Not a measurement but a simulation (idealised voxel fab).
Name of the process module below: voxel ribs on slabs
Displayed cross-section: cut, width of 240 nm, square cells sized 5 nm.
How to read a cross-section here: the picture is a grid of square cells, written as bands going from the top down, and any band can span one or more rows of cells.
The band entry comprises the height of the band's top followed by the height of its bottom, expressed in nm, and subsequently the band's materials from left to right, each stated together with its width in nm. Where a single material is marked with the word "all across", that material fills the band from edge to edge. The word "blank" represents empty space.
Basically, 0 is our baseline, since under it the wafer straight out of the box is all one material. The bottom band has no lower end and keeps on going down, so it looks like "from 0 down".
Per-row width for "30->40": begins at first number (top row of band), ends at second number (bottom row), increment between rows held constant.
It should be understood that the words "no alterations made", when stated for a given step, signify that the cross-section underwent no change in any of its cells during that step.
Each empty space that has no open way to the top and spans at least 8 cells appears under "Encapsulated voids" as width x height at distance, the distance counted from the left edge, all in nm.
If you see something after the settings on a step's line, that's the simulator's own remark about that step.
A step line may carry the setting "overlay nm", which, for steps involving a mask, states the distance by which the mask lay to the right of its intended position; negative values denote displacement to the left.

-- Planned process steps
| 1 | RECEIVE: material Si |
| 2 | DIRECTIONAL_DEP: material SiO2, thk nm 30 |
| 3 | DIRECTIONAL_DEP: material SiN, thk nm 20 |
| 4 | MASKED_ETCH: tone cover, mask id RIB, width nm 30, etch materials SiN, depth nm 10, overlay nm 0 |
| 5 | PATTERN: tone cover, mask id SLAB, material resist, width nm 70, thk nm 15, overlay nm 0 |
| 6 | DIRECTIONAL_ETCH: etch materials SiN, depth nm 10 |
| 7 | STRIP: etch materials resist |
| 8 | FILL_DEP: material SiO2, thk nm 25 |
| 9 | CMP: height nm 65 |
| 10 | DIRECTIONAL_DEP: material TiN, thk nm 5 |
| 11 | MASKED_ETCH: tone cover, mask id HEATER, width nm 40, etch materials TiN, depth nm 5, overlay nm 0 |
| 12 | CONFORMAL_DEP: material SiN, thk nm 10 |

-- As-received wafer cross-section (after step 1)
    from 0 down  Si all across
    Encapsulated voids: none

-- Below is the wafer in cross-section after the module was completed. It began from the starting point shown above and followed the plan shown above, except that one mistake was made while running it
    from 80 to 75  90 nm blank, then 60 nm SiN, then 90 nm blank
    from 75 to 70  SiN all across
    from 70 to 65  100 nm SiN, then 40 nm TiN, then 100 nm SiN
    from 65 to 60  105 nm SiO2, then 30 nm SiN, then 105 nm SiO2
    from 60 to 50  85 nm SiO2, then 70 nm SiN, then 85 nm SiO2
    from 50 to 30  SiN all across
    from 30 to 0  SiO2 all across
    from 0 down  Si all across
    Encapsulated voids: none
Diagnosis: step 3, plan: ran twice
